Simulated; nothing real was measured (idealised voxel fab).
process module | voxel wiring stack
cross-section cut | 180 nm wide | cells 5 nm
A cross-section is a grid of square cells, given in bands from the top down. A band is one or more rows of cells.
Each band's line starts with the height of the band's top and of its bottom, in nm. Then come its materials from left to right, each with its width in nm. One material with "throughout" fills the band from edge to edge. "air" is empty space.
Height 0 is the level under which the wafer as received is all one material. The lowest band goes on downwards, as in "0 down".
A width such as "30 to 40" changes by the same amount from each row of cells to the next, from the band's top row to its bottom row.
"no change" after a step means that no cell of the cross-section changed.
closed voids: empty space of 8 cells or more with no open way to the top, each as width x height at its distance from the left edge, in nm
after a step's settings: what the simulator itself notes on the step
overlay nm, on a step with a mask: how far to the right of its planned place the mask lay; to the left if negative
plan
1 op RECEIVE | material Si
2 op CONFORMAL_DEP | material SiO2 | thk nm 10
3 op CONFORMAL_DEP | material SiN | thk nm 5
4 op DIRECTIONAL_DEP | material SiO2 | thk nm 25
5 op MASKED_ETCH | tone open | mask id METAL_1 | width nm 30 | pitch nm 55 | etch materials SiO2 | depth nm 25 | overlay nm 0
6 op MASKED_ETCH | tone open | mask id METAL_1 | width nm 30 | pitch nm 55 | etch materials SiN | depth nm 5 | overlay nm 0
7 op CONFORMAL_DEP | material TiN | thk nm 5
8 op FILL_DEP | material Cu | thk nm 5
9 op CMP | height nm 40
10 op CONFORMAL_DEP | material SiCN | thk nm 5
11 op DIRECTIONAL_DEP | material lowk | thk nm 15
12 op DIRECTIONAL_DEP | material aC | thk nm 15
13 op PATTERN | tone open | mask id PLUG_1 | material resist | width nm 15 | thk nm 35 | overlay nm 0
14 op DIRECTIONAL_ETCH | etch materials aC | depth nm 15
15 op STRIP | etch materials resist
16 op DIRECTIONAL_ETCH | etch materials lowk | depth nm 15
17 op DIRECTIONAL_ETCH | etch materials SiCN | depth nm 5
18 op STRIP | etch materials aC
19 op EPI | material Ru | thk nm 10
20 op EPI | material Ru | thk nm 10
21 op CONFORMAL_DEP | material SiCN | thk nm 5
22 op DIRECTIONAL_DEP | material SiO2 | thk nm 15
23 op DIRECTIONAL_DEP | material aC | thk nm 15
24 op PATTERN | tone open | mask id METAL_2 | material resist | width nm 30 | pitch nm 55 | thk nm 35 | overlay nm 0
25 op DIRECTIONAL_ETCH | etch materials aC | depth nm 15
26 op STRIP | etch materials resist
27 op DIRECTIONAL_ETCH | etch materials SiO2 | depth nm 15
28 op DIRECTIONAL_ETCH | etch materials SiCN | depth nm 5
29 op STRIP | etch materials aC
30 op CONFORMAL_DEP | material TiN | thk nm 5
31 op FILL_DEP | material W | thk nm 10
32 op CMP | height nm 80
33 op CONFORMAL_DEP | material SiCN | thk nm 5
34 op DIRECTIONAL_DEP | material SiO2 | thk nm 15
35 op DIRECTIONAL_DEP | material aC | thk nm 15
36 op PATTERN | tone open | mask id PLUG_2 | material resist | width nm 15 | pitch nm 55 | thk nm 30 | overlay nm 0
37 op DIRECTIONAL_ETCH | etch materials aC | depth nm 15
38 op STRIP | etch materials resist
39 op DIRECTIONAL_ETCH | etch materials SiO2 | depth nm 15
40 op DIRECTIONAL_ETCH | etch materials SiCN | depth nm 5
41 op STRIP | etch materials aC
42 op CONFORMAL_DEP | material TiN | thk nm 5
43 op FILL_DEP | material Ru | thk nm 5
44 op CMP | height nm 100
45 op DIRECTIONAL_DEP | material TiN | thk nm 5
46 op DIRECTIONAL_DEP | material Ru | thk nm 25
47 op MASKED_ETCH | tone cover | mask id METAL_3 | width nm 30 | pitch nm 55 | etch materials Ru | depth nm 25 | overlay nm 0
48 op MASKED_ETCH | tone cover | mask id METAL_3 | width nm 30 | pitch nm 55 | etch materials TiN | depth nm 5 | overlay nm 0
49 op CONFORMAL_DEP | material SiCN | thk nm 5
50 op FILL_DEP | material SiO2 | thk nm 5
51 op CMP | height nm 130
52 op CONFORMAL_DEP | material SiCN | thk nm 5
53 op DIRECTIONAL_DEP | material lowk | thk nm 25
54 op PATTERN | tone open | mask id METAL_4_HOLES | material resist | width nm 15 | pitch nm 55 | thk nm 15 | overlay nm 0
55 op DIRECTIONAL_ETCH | etch materials lowk | depth nm 25
56 op STRIP | etch materials resist
57 op MASKED_ETCH | tone open | mask id METAL_4 | width nm 30 | pitch nm 55 | etch materials lowk | depth nm 15 | overlay nm 0
58 op MASKED_ETCH | tone open | mask id METAL_4 | width nm 30 | pitch nm 55 | etch materials SiCN | depth nm 5 | overlay nm 0
59 op CONFORMAL_DEP | material TiN | thk nm 5
60 op FILL_DEP | material Cu | thk nm 10
61 op CMP | height nm 160
62 op CONFORMAL_DEP | material SiCN | thk nm 5
first wafer, as planned
as received, after step 1
  0 down: Si throughout
  closed voids: none
after step 2
  10 to 0: SiO2 throughout
  below 0: unchanged
after step 3
  15 to 10: SiN throughout
  below 10: unchanged
after step 4
  40 to 15: SiO2 throughout
  below 15: unchanged
after step 5
  40 to 15: SiO2 45 | air 30 | SiO2 25 | air 30 | SiO2 50
  below 15: unchanged
after step 6
  40 to 15: SiO2 45 | air 30 | SiO2 25 | air 30 | SiO2 50
  15 to 10: SiN 45 | air 30 | SiN 25 | air 30 | SiN 50
  below 10: unchanged
after step 7
  45 to 40: TiN 50 | air 20 | TiN 35 | air 20 | TiN 55
  40 to 15: SiO2 45 | TiN 5 | air 20 | TiN 5 | SiO2 25 | TiN 5 | air 20 | TiN 5 | SiO2 50
  15 to 10: SiN 45 | TiN 30 | SiN 25 | TiN 30 | SiN 50
  below 10: unchanged
after step 8
  50 to 45: Cu throughout
  45 to 40: TiN 50 | Cu 20 | TiN 35 | Cu 20 | TiN 55
  40 to 15: SiO2 45 | TiN 5 | Cu 20 | TiN 5 | SiO2 25 | TiN 5 | Cu 20 | TiN 5 | SiO2 50
  below 15: unchanged
after step 9
  40 to 15: SiO2 45 | TiN 5 | Cu 20 | TiN 5 | SiO2 25 | TiN 5 | Cu 20 | TiN 5 | SiO2 50
  below 15: unchanged
after step 10
  45 to 40: SiCN throughout
  below 40: unchanged
after step 11
  60 to 45: lowk throughout
  below 45: unchanged
after step 12
  75 to 60: aC throughout
  below 60: unchanged
after step 13
  110 to 75: resist 45 | air 15 | resist 120
  below 75: unchanged
after step 14
  95 to 75: resist 45 | air 15 | resist 120
  75 to 60: aC 45 | air 15 | aC 120
  below 60: unchanged
after step 15
  75 to 60: aC 45 | air 15 | aC 120
  below 60: unchanged
after step 16
  75 to 60: aC 45 | air 15 | aC 120
  60 to 45: lowk 45 | air 15 | lowk 120
  below 45: unchanged
after step 17
  75 to 60: aC 45 | air 15 | aC 120
  60 to 45: lowk 45 | air 15 | lowk 120
  45 to 40: SiCN 45 | air 15 | SiCN 120
  below 40: unchanged
after step 18
  60 to 45: lowk 45 | air 15 | lowk 120
  below 45: unchanged
after step 19
  60 to 50: lowk 45 | air 15 | lowk 120
  50 to 45: lowk 45 | Ru 15 | lowk 120
  45 to 40: SiCN 45 | Ru 15 | SiCN 120
  below 40: unchanged
after step 20
  60 to 45: lowk 45 | Ru 15 | lowk 120
  below 45: unchanged
after step 21
  65 to 60: SiCN throughout
  below 60: unchanged
after step 22
  80 to 65: SiO2 throughout
  below 65: unchanged
after step 23
  95 to 80: aC throughout
  below 80: unchanged
after step 24
  130 to 95: resist 45 | air 30 | resist 25 | air 30 | resist 50
  below 95: unchanged
after step 25
  115 to 95: resist 45 | air 30 | resist 25 | air 30 | resist 50
  95 to 80: aC 45 | air 30 | aC 25 | air 30 | aC 50
  below 80: unchanged
after step 26
  95 to 80: aC 45 | air 30 | aC 25 | air 30 | aC 50
  below 80: unchanged
after step 27
  95 to 80: aC 45 | air 30 | aC 25 | air 30 | aC 50
  80 to 65: SiO2 45 | air 30 | SiO2 25 | air 30 | SiO2 50
  below 65: unchanged
after step 28
  95 to 80: aC 45 | air 30 | aC 25 | air 30 | aC 50
  80 to 65: SiO2 45 | air 30 | SiO2 25 | air 30 | SiO2 50
  65 to 60: SiCN 45 | air 30 | SiCN 25 | air 30 | SiCN 50
  below 60: unchanged
after step 29
  80 to 65: SiO2 45 | air 30 | SiO2 25 | air 30 | SiO2 50
  below 65: unchanged
after step 30
  85 to 80: TiN 50 | air 20 | TiN 35 | air 20 | TiN 55
  80 to 65: SiO2 45 | TiN 5 | air 20 | TiN 5 | SiO2 25 | TiN 5 | air 20 | TiN 5 | SiO2 50
  65 to 60: SiCN 45 | TiN 30 | SiCN 25 | TiN 30 | SiCN 50
  below 60: unchanged
after step 31
  95 to 85: W throughout
  85 to 80: TiN 50 | W 20 | TiN 35 | W 20 | TiN 55
  80 to 65: SiO2 45 | TiN 5 | W 20 | TiN 5 | SiO2 25 | TiN 5 | W 20 | TiN 5 | SiO2 50
  below 65: unchanged
after step 32
  80 to 65: SiO2 45 | TiN 5 | W 20 | TiN 5 | SiO2 25 | TiN 5 | W 20 | TiN 5 | SiO2 50
  below 65: unchanged
after step 33
  85 to 80: SiCN throughout
  below 80: unchanged
after step 34
  100 to 85: SiO2 throughout
  below 85: unchanged
after step 35
  115 to 100: aC throughout
  below 100: unchanged
after step 36
  145 to 115: resist 45 | air 15 | resist 40 | air 15 | resist 65
  below 115: unchanged
after step 37
  130 to 115: resist 45 | air 15 | resist 40 | air 15 | resist 65
  115 to 100: aC 45 | air 15 | aC 40 | air 15 | aC 65
  below 100: unchanged
after step 38
  115 to 100: aC 45 | air 15 | aC 40 | air 15 | aC 65
  below 100: unchanged
after step 39
  115 to 100: aC 45 | air 15 | aC 40 | air 15 | aC 65
  100 to 85: SiO2 45 | air 15 | SiO2 40 | air 15 | SiO2 65
  below 85: unchanged
after step 40
  115 to 100: aC 45 | air 15 | aC 40 | air 15 | aC 65
  100 to 85: SiO2 45 | air 15 | SiO2 40 | air 15 | SiO2 65
  85 to 80: SiCN 45 | air 15 | SiCN 40 | air 15 | SiCN 65
  below 80: unchanged
after step 41
  100 to 85: SiO2 45 | air 15 | SiO2 40 | air 15 | SiO2 65
  below 85: unchanged
after step 42
  105 to 100: TiN 50 | air 5 | TiN 50 | air 5 | TiN 70
  100 to 85: SiO2 45 | TiN 5 | air 5 | TiN 5 | SiO2 40 | TiN 5 | air 5 | TiN 5 | SiO2 65
  85 to 80: SiCN 45 | TiN 15 | SiCN 40 | TiN 15 | SiCN 65
  below 80: unchanged
after step 43
  110 to 105: Ru throughout
  105 to 100: TiN 50 | Ru 5 | TiN 50 | Ru 5 | TiN 70
  100 to 85: SiO2 45 | TiN 5 | Ru 5 | TiN 5 | SiO2 40 | TiN 5 | Ru 5 | TiN 5 | SiO2 65
  below 85: unchanged
after step 44
  100 to 85: SiO2 45 | TiN 5 | Ru 5 | TiN 5 | SiO2 40 | TiN 5 | Ru 5 | TiN 5 | SiO2 65
  below 85: unchanged
after step 45
  105 to 100: TiN throughout
  below 100: unchanged
after step 46
  130 to 105: Ru throughout
  below 105: unchanged
after step 47
  130 to 105: air 45 | Ru 30 | air 25 | Ru 30 | air 50
  below 105: unchanged
after step 48
  130 to 105: air 45 | Ru 30 | air 25 | Ru 30 | air 50
  105 to 100: air 45 | TiN 30 | air 25 | TiN 30 | air 50
  below 100: unchanged
after step 49
  135 to 130: air 40 | SiCN 40 | air 15 | SiCN 40 | air 45
  130 to 105: air 40 | SiCN 5 | Ru 30 | SiCN 5 | air 15 | SiCN 5 | Ru 30 | SiCN 5 | air 45
  105 to 100: SiCN 45 | TiN 30 | SiCN 25 | TiN 30 | SiCN 50
  below 100: unchanged
after step 50
  140 to 135: SiO2 throughout
  135 to 130: SiO2 40 | SiCN 40 | SiO2 15 | SiCN 40 | SiO2 45
  130 to 105: SiO2 40 | SiCN 5 | Ru 30 | SiCN 5 | SiO2 15 | SiCN 5 | Ru 30 | SiCN 5 | SiO2 45
  below 105: unchanged
after step 51
  130 to 105: SiO2 40 | SiCN 5 | Ru 30 | SiCN 5 | SiO2 15 | SiCN 5 | Ru 30 | SiCN 5 | SiO2 45
  below 105: unchanged
after step 52
  135 to 130: SiCN throughout
  below 130: unchanged
after step 53
  160 to 135: lowk throughout
  below 135: unchanged
after step 54
  175 to 160: resist 45 | air 15 | resist 40 | air 15 | resist 65
  below 160: unchanged
after step 55
  175 to 160: resist 45 | air 15 | resist 40 | air 15 | resist 65
  160 to 135: lowk 45 | air 15 | lowk 40 | air 15 | lowk 65
  below 135: unchanged
after step 56
  160 to 135: lowk 45 | air 15 | lowk 40 | air 15 | lowk 65
  below 135: unchanged
after step 57
  160 to 145: lowk 45 | air 30 | lowk 25 | air 30 | lowk 50
  below 145: unchanged
after step 58
  160 to 145: lowk 45 | air 30 | lowk 25 | air 30 | lowk 50
  145 to 135: lowk 45 | air 15 | lowk 40 | air 15 | lowk 65
  135 to 130: SiCN 45 | air 15 | SiCN 40 | air 15 | SiCN 65
  below 130: unchanged
after step 59
  165 to 160: TiN 50 | air 20 | TiN 35 | air 20 | TiN 55
  160 to 150: lowk 45 | TiN 5 | air 20 | TiN 5 | lowk 25 | TiN 5 | air 20 | TiN 5 | lowk 50
  150 to 145: lowk 45 | TiN 5 | air 5 | TiN 20 | lowk 25 | TiN 5 | air 5 | TiN 20 | lowk 50
  145 to 135: lowk 45 | TiN 5 | air 5 | TiN 5 | lowk 40 | TiN 5 | air 5 | TiN 5 | lowk 65
  135 to 130: SiCN 45 | TiN 15 | SiCN 40 | TiN 15 | SiCN 65
  below 130: unchanged
after step 60
  175 to 165: Cu throughout
  165 to 160: TiN 50 | Cu 20 | TiN 35 | Cu 20 | TiN 55
  160 to 150: lowk 45 | TiN 5 | Cu 20 | TiN 5 | lowk 25 | TiN 5 | Cu 20 | TiN 5 | lowk 50
  150 to 145: lowk 45 | TiN 5 | Cu 5 | TiN 20 | lowk 25 | TiN 5 | Cu 5 | TiN 20 | lowk 50
  145 to 135: lowk 45 | TiN 5 | Cu 5 | TiN 5 | lowk 40 | TiN 5 | Cu 5 | TiN 5 | lowk 65
  below 135: unchanged
after step 61
  160 to 150: lowk 45 | TiN 5 | Cu 20 | TiN 5 | lowk 25 | TiN 5 | Cu 20 | TiN 5 | lowk 50
  below 150: unchanged
after step 62
  165 to 160: SiCN throughout
  below 160: unchanged
second wafer: like start, like plan, one mistake. Through step 18 it matches the first wafer
when step 20 should have ended
  70 to 60: air 35 | Ru 35 | air 110
  60 to 45: lowk 45 | Ru 15 | lowk 120
  45 to 40: SiCN 45 | Ru 15 | SiCN 120
  below 40: unchanged
when step 21 should have ended
  75 to 70: air 30 | SiCN 45 | air 105
  70 to 65: air 30 | SiCN 5 | Ru 35 | SiCN 5 | air 105
  65 to 60: SiCN 35 | Ru 35 | SiCN 110
  below 60: unchanged
when step 22 should have ended
  90 to 80: air 30 | SiO2 45 | air 105
  80 to 75: SiO2 throughout
  75 to 70: SiO2 30 | SiCN 45 | SiO2 105
  70 to 65: SiO2 30 | SiCN 5 | Ru 35 | SiCN 5 | SiO2 105
  below 65: unchanged
when step 23 should have ended
  105 to 95: air 30 | aC 45 | air 105
  95 to 90: aC throughout
  90 to 80: aC 30 | SiO2 45 | aC 105
  below 80: unchanged
when step 24 should have ended
  140 to 105: resist 45 | air 30 | resist 25 | air 30 | resist 50
  105 to 95: resist 30 | aC 45 | resist 25 | air 30 | resist 50
  below 95: unchanged
when step 25 should have ended
  125 to 105: resist 45 | air 30 | resist 25 | air 30 | resist 50
  105 to 95: resist 30 | aC 15 | air 30 | resist 25 | air 30 | resist 50
  95 to 90: aC 45 | air 30 | aC 25 | air 30 | aC 50
  90 to 80: aC 30 | SiO2 45 | aC 25 | air 30 | aC 50
  below 80: unchanged
when step 26 should have ended
  105 to 95: air 30 | aC 15 | air 135
  below 95: unchanged
when step 27 should have ended
  105 to 95: air 30 | aC 15 | air 135
  95 to 90: aC 45 | air 30 | aC 25 | air 30 | aC 50
  90 to 80: aC 30 | SiO2 15 | air 30 | aC 25 | air 30 | aC 50
  80 to 75: SiO2 45 | air 30 | SiO2 25 | air 30 | SiO2 50
  75 to 70: SiO2 30 | SiCN 45 | SiO2 25 | air 30 | SiO2 50
  70 to 65: SiO2 30 | SiCN 5 | Ru 35 | SiCN 5 | SiO2 25 | air 30 | SiO2 50
  below 65: unchanged
when step 28 should have ended
  105 to 95: air 30 | aC 15 | air 135
  95 to 90: aC 45 | air 30 | aC 25 | air 30 | aC 50
  90 to 80: aC 30 | SiO2 15 | air 30 | aC 25 | air 30 | aC 50
  80 to 75: SiO2 45 | air 30 | SiO2 25 | air 30 | SiO2 50
  75 to 70: SiO2 30 | SiCN 15 | air 30 | SiO2 25 | air 30 | SiO2 50
  70 to 65: SiO2 30 | SiCN 5 | Ru 35 | SiCN 5 | SiO2 25 | air 30 | SiO2 50
  65 to 60: SiCN 35 | Ru 35 | SiCN 30 | air 30 | SiCN 50
  below 60: unchanged
when step 29 should have ended
  90 to 80: air 30 | SiO2 15 | air 135
  below 80: unchanged
when step 30 should have ended
  95 to 90: air 25 | TiN 25 | air 130
  90 to 85: air 25 | TiN 5 | SiO2 15 | TiN 5 | air 130
  85 to 80: TiN 30 | SiO2 15 | TiN 5 | air 20 | TiN 35 | air 20 | TiN 55
  80 to 75: SiO2 45 | TiN 5 | air 20 | TiN 5 | SiO2 25 | TiN 5 | air 20 | TiN 5 | SiO2 50
  75 to 70: SiO2 30 | SiCN 15 | TiN 30 | SiO2 25 | TiN 5 | air 20 | TiN 5 | SiO2 50
  70 to 65: SiO2 30 | SiCN 5 | Ru 35 | SiCN 5 | SiO2 25 | TiN 5 | air 20 | TiN 5 | SiO2 50
  65 to 60: SiCN 35 | Ru 35 | SiCN 30 | TiN 30 | SiCN 50
  below 60: unchanged
when step 31 should have ended
  105 to 95: W throughout
  95 to 90: W 25 | TiN 25 | W 130
  90 to 85: W 25 | TiN 5 | SiO2 15 | TiN 5 | W 130
  85 to 80: TiN 30 | SiO2 15 | TiN 5 | W 20 | TiN 35 | W 20 | TiN 55
  80 to 75: SiO2 45 | TiN 5 | W 20 | TiN 5 | SiO2 25 | TiN 5 | W 20 | TiN 5 | SiO2 50
  75 to 70: SiO2 30 | SiCN 15 | TiN 30 | SiO2 25 | TiN 5 | W 20 | TiN 5 | SiO2 50
  70 to 65: SiO2 30 | SiCN 5 | Ru 35 | SiCN 5 | SiO2 25 | TiN 5 | W 20 | TiN 5 | SiO2 50
  below 65: unchanged
when step 32 should have ended
  80 to 75: SiO2 45 | TiN 5 | W 20 | TiN 5 | SiO2 25 | TiN 5 | W 20 | TiN 5 | SiO2 50
  below 75: unchanged
when step 33 should have ended
  85 to 80: SiCN throughout
  below 80: unchanged
when step 34 should have ended
  100 to 85: SiO2 throughout
  below 85: unchanged
when step 35 should have ended
  115 to 100: aC throughout
  below 100: unchanged
when step 36 should have ended
  145 to 115: resist 45 | air 15 | resist 40 | air 15 | resist 65
  below 115: unchanged
when step 37 should have ended
  130 to 115: resist 45 | air 15 | resist 40 | air 15 | resist 65
  115 to 100: aC 45 | air 15 | aC 40 | air 15 | aC 65
  below 100: unchanged
when step 38 should have ended
  115 to 100: aC 45 | air 15 | aC 40 | air 15 | aC 65
  below 100: unchanged
when step 39 should have ended
  115 to 100: aC 45 | air 15 | aC 40 | air 15 | aC 65
  100 to 85: SiO2 45 | air 15 | SiO2 40 | air 15 | SiO2 65
  below 85: unchanged
when step 40 should have ended
  115 to 100: aC 45 | air 15 | aC 40 | air 15 | aC 65
  100 to 85: SiO2 45 | air 15 | SiO2 40 | air 15 | SiO2 65
  85 to 80: SiCN 45 | air 15 | SiCN 40 | air 15 | SiCN 65
  below 80: unchanged
when step 41 should have ended
  100 to 85: SiO2 45 | air 15 | SiO2 40 | air 15 | SiO2 65
  below 85: unchanged
when step 42 should have ended
  105 to 100: TiN 50 | air 5 | TiN 50 | air 5 | TiN 70
  100 to 85: SiO2 45 | TiN 5 | air 5 | TiN 5 | SiO2 40 | TiN 5 | air 5 | TiN 5 | SiO2 65
  85 to 80: SiCN 45 | TiN 15 | SiCN 40 | TiN 15 | SiCN 65
  below 80: unchanged
when step 43 should have ended
  110 to 105: Ru throughout
  105 to 100: TiN 50 | Ru 5 | TiN 50 | Ru 5 | TiN 70
  100 to 85: SiO2 45 | TiN 5 | Ru 5 | TiN 5 | SiO2 40 | TiN 5 | Ru 5 | TiN 5 | SiO2 65
  below 85: unchanged
when step 44 should have ended
  100 to 85: SiO2 45 | TiN 5 | Ru 5 | TiN 5 | SiO2 40 | TiN 5 | Ru 5 | TiN 5 | SiO2 65
  below 85: unchanged
when step 45 should have ended
  105 to 100: TiN throughout
  below 100: unchanged
when step 46 should have ended
  130 to 105: Ru throughout
  below 105: unchanged
when step 47 should have ended
  130 to 105: air 45 | Ru 30 | air 25 | Ru 30 | air 50
  below 105: unchanged
when step 48 should have ended
  130 to 105: air 45 | Ru 30 | air 25 | Ru 30 | air 50
  105 to 100: air 45 | TiN 30 | air 25 | TiN 30 | air 50
  below 100: unchanged
when step 49 should have ended
  135 to 130: air 40 | SiCN 40 | air 15 | SiCN 40 | air 45
  130 to 105: air 40 | SiCN 5 | Ru 30 | SiCN 5 | air 15 | SiCN 5 | Ru 30 | SiCN 5 | air 45
  105 to 100: SiCN 45 | TiN 30 | SiCN 25 | TiN 30 | SiCN 50
  below 100: unchanged
when step 50 should have ended
  140 to 135: SiO2 throughout
  135 to 130: SiO2 40 | SiCN 40 | SiO2 15 | SiCN 40 | SiO2 45
  130 to 105: SiO2 40 | SiCN 5 | Ru 30 | SiCN 5 | SiO2 15 | SiCN 5 | Ru 30 | SiCN 5 | SiO2 45
  below 105: unchanged
when step 51 should have ended
  130 to 105: SiO2 40 | SiCN 5 | Ru 30 | SiCN 5 | SiO2 15 | SiCN 5 | Ru 30 | SiCN 5 | SiO2 45
  below 105: unchanged
when step 52 should have ended
  135 to 130: SiCN throughout
  below 130: unchanged
when step 53 should have ended
  160 to 135: lowk throughout
  below 135: unchanged
when step 54 should have ended
  175 to 160: resist 45 | air 15 | resist 40 | air 15 | resist 65
  below 160: unchanged
when step 55 should have ended
  175 to 160: resist 45 | air 15 | resist 40 | air 15 | resist 65
  160 to 135: lowk 45 | air 15 | lowk 40 | air 15 | lowk 65
  below 135: unchanged
when step 56 should have ended
  160 to 135: lowk 45 | air 15 | lowk 40 | air 15 | lowk 65
  below 135: unchanged
when step 57 should have ended
  160 to 145: lowk 45 | air 30 | lowk 25 | air 30 | lowk 50
  below 145: unchanged
when step 58 should have ended
  160 to 145: lowk 45 | air 30 | lowk 25 | air 30 | lowk 50
  145 to 135: lowk 45 | air 15 | lowk 40 | air 15 | lowk 65
  135 to 130: SiCN 45 | air 15 | SiCN 40 | air 15 | SiCN 65
  below 130: unchanged
when step 59 should have ended
  165 to 160: TiN 50 | air 20 | TiN 35 | air 20 | TiN 55
  160 to 150: lowk 45 | TiN 5 | air 20 | TiN 5 | lowk 25 | TiN 5 | air 20 | TiN 5 | lowk 50
  150 to 145: lowk 45 | TiN 5 | air 5 | TiN 20 | lowk 25 | TiN 5 | air 5 | TiN 20 | lowk 50
  145 to 135: lowk 45 | TiN 5 | air 5 | TiN 5 | lowk 40 | TiN 5 | air 5 | TiN 5 | lowk 65
  135 to 130: SiCN 45 | TiN 15 | SiCN 40 | TiN 15 | SiCN 65
  below 130: unchanged
when step 60 should have ended
  175 to 165: Cu throughout
  165 to 160: TiN 50 | Cu 20 | TiN 35 | Cu 20 | TiN 55
  160 to 150: lowk 45 | TiN 5 | Cu 20 | TiN 5 | lowk 25 | TiN 5 | Cu 20 | TiN 5 | lowk 50
  150 to 145: lowk 45 | TiN 5 | Cu 5 | TiN 20 | lowk 25 | TiN 5 | Cu 5 | TiN 20 | lowk 50
  145 to 135: lowk 45 | TiN 5 | Cu 5 | TiN 5 | lowk 40 | TiN 5 | Cu 5 | TiN 5 | lowk 65
  below 135: unchanged
when step 61 should have ended
  160 to 150: lowk 45 | TiN 5 | Cu 20 | TiN 5 | lowk 25 | TiN 5 | Cu 20 | TiN 5 | lowk 50
  below 150: unchanged
when step 62 should have ended
  165 to 160: SiCN throughout
  below 160: unchanged
what went wrong: one of the steps 19 and 20, which are alike, was run twice
at the end the second wafer has, in cells: 14 more of Ru | 4 more of SiCN | 6 fewer of SiO2 | 4 fewer of TiN | 8 fewer of W
